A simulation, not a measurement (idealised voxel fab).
Process module, titled voxel spacer lines
We display cut, a cross-section 225 nm in width whose square cells are each 5 nm.
Cross-sections here: square-cell grids, written as top-down lists of bands, a band being one or more rows of cells. Heads up on the band format: heights come first, top then bottom, in nm. After that it's the materials left to right, each with its width in nm. A single material flagged "all across" fills the whole band edge to edge, and "air" means there's empty space there. For the purposes of this specification, 0 denotes the height below which the wafer in its as-received condition is composed wholly of one material, and the lowermost band, lacking a lower limit, extends downward without end, as expressed in "0..down". The width entry "30->40" should be interpreted row by row: the top row of cells in the band takes the first number, the bottom row takes the second number, and the change between adjacent rows is uniform throughout. The designation "nothing was modified", where it is given for a processing step, indicates that no cell of the cross-section was altered in the course of that step. Enclosed voids (no open way to top), threshold 8 cells or more, entry "Voids, enclosed", notation width x height at distance, distance from left edge, nm. If you see something after the settings on a step's line, that's the simulator's own remark about that step. The "overlay nm" setting may appear on a step's line; for a step that uses a mask, it gives how far to the right of its planned position the mask lay, and a negative value indicates the left.
Plan
step 1: RECEIVE | material Si
step 2: CONFORMAL_DEP | material SiO2 | thk nm 5
step 3: DIRECTIONAL_DEP | material polySi | thk nm 20
step 4: DIRECTIONAL_DEP | material aC | thk nm 25
step 5: PATTERN | tone cover | mask id MANDREL | material resist | width nm 15 | pitch nm 60 | thk nm 30 | overlay nm -15
step 6: DIRECTIONAL_ETCH | etch materials aC | depth nm 25
step 7: STRIP | etch materials resist
step 8: CONFORMAL_DEP | material SiN | thk nm 15
step 9: DIRECTIONAL_ETCH | etch materials SiN | depth nm 15
step 10: STRIP | etch materials aC
step 11: DIRECTIONAL_ETCH | etch materials polySi | depth nm 20
step 12: STRIP | etch materials SiN
The wafers in this document start out alike and differ in the overlay nm applied at step 5; the plan shows the value used for the first wafer.
Here's the first of the wafers in cross-section, just as we got it, i.e. after step 1
    0..down  Si all across
    Voids, enclosed: none
The cross-section of the first of several wafers is given below for the end of the module, after its final step, step 12
    25..5  45 nm air, 15 nm polySi, 15 nm air, 15 nm polySi, 15 nm air, 15 nm polySi, 15 nm air, 15 nm polySi, 75 nm air
    5..0  SiO2 all across
    0..down  Si all across
    Voids, enclosed: none
Cross-section of the final wafer among several, taken at the end of the module
    25..5  75 nm air, 15 nm polySi, 15 nm air, 15 nm polySi, 15 nm air, 15 nm polySi, 15 nm air, 15 nm polySi, 45 nm air
    5..0  SiO2 all across
    0..down  Si all across
    Voids, enclosed: none
Wafer rows; end of module; cells per material since receipt: (+) gained, (-) lost; then closed voids
overlay nm -15, +45 SiO2, +48 polySi, Voids, enclosed: none
overlay nm -10, +45 SiO2, +48 polySi, Voids, enclosed: none
overlay nm -5, +45 SiO2, +48 polySi, Voids, enclosed: none
overlay nm 0, +45 SiO2, +48 polySi, Voids, enclosed: none
overlay nm 5, +45 SiO2, +48 polySi, Voids, enclosed: none
overlay nm 10, +45 SiO2, +48 polySi, Voids, enclosed: none
overlay nm 15, +45 SiO2, +48 polySi, Voids, enclosed: none
